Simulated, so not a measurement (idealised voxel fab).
The document below concerns the process module designated voxel plated lines.
Pictured: cross-section cut, 260 nm wide, on a grid of 5 nm square cells.
Bands, listed from the top down, are how a cross-section gets written in this document; the cross-section itself is a grid of square cells, and a band is one or more rows of them.
Heights first: top, then bottom, in nm. Then materials, left to right, each with a width in nm. "everywhere" on a single material: fills the band edge to edge. "air": empty space.
Basically, 0 is our baseline, since under it the wafer straight out of the box is all one material. The bottom band has no lower end and keeps on going down, so it looks like "0 down".
Width spec "30->40" -> top row of cells at first value, bottom row at second value, equal per-row change in between.
Basically "everything unchanged" means that step didn't change any cell in the cross-section.
Empty spaces counting at least 8 cells and having no open way to the top are listed in "Unvented cavities". The notation width x height at distance is used for each, the distance being from the left edge and all three values in nm.
Note: text after step settings on the step line = simulator remark on that step.
Each step line may optionally specify "overlay nm", which for a step with a mask gives the rightward distance between the mask's planned place and where it lay, a negative value indicating the leftward direction.
-- Intended process steps
- 1: RECEIVE with material Si
- 2: CONFORMAL_DEP with material SiO2, thk nm 15
- 3: DIRECTIONAL_DEP with material TiN, thk nm 5
- 4: PATTERN with tone open, mask id LINES, material resist, width nm 20, pitch nm 35, thk nm 40, overlay nm 0
- 5: EPI with material Ru, thk nm 10
- 6: EPI with material Ru, thk nm 5
- 7: EPI with material Ru, thk nm 10
- 8: STRIP with etch materials resist
- 9: DIRECTIONAL_ETCH with etch materials TiN, depth nm 5
- 10: CONFORMAL_DEP with material SiN, thk nm 10
-- Cross-section of the incoming wafer, state after step 1
- 0 down | Si everywhere
- Unvented cavities: none
-- As-planned run: cross-section of the first of two wafers at end of module
- 55 to 45 | air: 55, SiN: 145, air: 60
- 45 to 25 | air: 55, SiN: 10, Ru: 20, SiN: 15, Ru: 20, SiN: 15, Ru: 20, SiN: 15, Ru: 20, SiN: 10, air: 60
- 25 to 20 | SiN: 65, Ru: 20, SiN: 15, Ru: 20, SiN: 15, Ru: 20, SiN: 15, Ru: 20, SiN: 70
- 20 to 15 | SiN: 65, TiN: 20, SiN: 15, TiN: 20, SiN: 15, TiN: 20, SiN: 15, TiN: 20, SiN: 70
- 15 to 0 | SiO2 everywhere
- 0 down | Si everywhere
- Unvented cavities: none
-- Presented here is a cross-section of the second of the two wafers as it stood at the end of the module. It was started in the same manner and assigned the same plan as the first wafer; however, one mistake was made in its execution
- 55 to 45 | SiN everywhere
- 45 to 20 | Ru: 65, SiN: 20, Ru: 15, SiN: 20, Ru: 15, SiN: 20, Ru: 15, SiN: 20, Ru: 70
- 20 to 15 | TiN: 65, SiN: 20, TiN: 15, SiN: 20, TiN: 15, SiN: 20, TiN: 15, SiN: 20, TiN: 70
- 15 to 0 | SiO2 everywhere
- 0 down | Si everywhere
- Unvented cavities: none
Where did the run depart from the plan? off-plan run, step 4, actual operation and settings PATTERN with tone cover, mask id LINES, material resist, width nm 20, pitch nm 35, thk nm 40, overlay nm 0
At the finish, the second wafer shows more or fewer cells for some materials than the first does: +100 Ru; +18 SiN; +20 TiN
